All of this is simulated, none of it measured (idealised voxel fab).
The name of this process module is voxel ribs on slabs.
Square cell edge 5 nm, section width 260 nm, ID cut.
Format of a cross-section: grid, square cells. Given as bands. Order: top down. Band: one or more rows of cells. Top, bottom (nm), then materials left to right with widths (nm); lone material tagged "edge to edge" fills the whole band edge to edge; "blank" = empty space. Convention: height 0 is the level below which the wafer, as received, is all one material. The lowest band does not terminate at the bottom but continues downward, represented as "0 down". The expression "30..40" gives the width at the extremes of the band, the first number at its top row of cells and the second at its bottom row, with the width changing by equal amounts from each row to the next in between. It should be understood that the words "remained unchanged", when stated for a given step, signify that the cross-section underwent no change in any of its cells during that step. The label "Fully closed voids" introduces a list of the empty spaces, 8 cells or larger, that have no open way up to the top; each entry in it reads width x height at distance, where the distance is taken from the left edge and all three are stated in nm. On each step's line, the part that comes after the settings is the simulator's own comment on the step. Among the settings permitted on a step's line is "overlay nm"; applied to a step with a mask, it specifies the extent to which the mask lay to the right of its planned position, whereas a negative figure signifies a position to the left.

Process steps foreseen in the plan
1. RECEIVE, material Si
2. DIRECTIONAL_DEP, material SiO2, thk nm 20
3. DIRECTIONAL_DEP, material polySi, thk nm 25
4. MASKED_ETCH, tone cover, mask id RIB, width nm 20, etch materials polySi, depth nm 20, overlay nm 0
5. DIRECTIONAL_DEP, material aC, thk nm 15
6. PATTERN, tone cover, mask id SLAB, material resist, width nm 60, thk nm 35, overlay nm 0
7. DIRECTIONAL_ETCH, etch materials aC, depth nm 15
8. STRIP, etch materials resist
9. DIRECTIONAL_ETCH, etch materials polySi, depth nm 5
10. STRIP, etch materials aC
11. FILL_DEP, material SiO2, thk nm 15
12. CMP, height nm 55
13. DIRECTIONAL_DEP, material TiN, thk nm 5
14. DIRECTIONAL_DEP, material aC, thk nm 10
15. PATTERN, tone cover, mask id HEATER, material resist, width nm 30, thk nm 30, overlay nm 0
16. DIRECTIONAL_ETCH, etch materials aC, depth nm 10
17. STRIP, etch materials resist
18. DIRECTIONAL_ETCH, etch materials TiN, depth nm 5
19. STRIP, etch materials aC
20. CONFORMAL_DEP, material SiN, thk nm 10

Wafer as received: cross-section following step 1
- 0 down = Si edge to edge
- Fully closed voids: none

Here's the wafer cut in cross-section after the module, started and planned just like above, except one thing was done wrong in the run
- 60 to 55 = blank: 115; TiN: 30; blank: 115
- 55 to 45 = SiO2 edge to edge
- 45 to 25 = SiO2: 120; polySi: 20; SiO2: 120
- 25 to 20 = SiO2: 100; polySi: 60; SiO2: 100
- 20 to 0 = SiO2 edge to edge
- 0 down = Si edge to edge
- Fully closed voids: none
Nonconformance to the process plan: the plan's step 20 was left out and never carried out
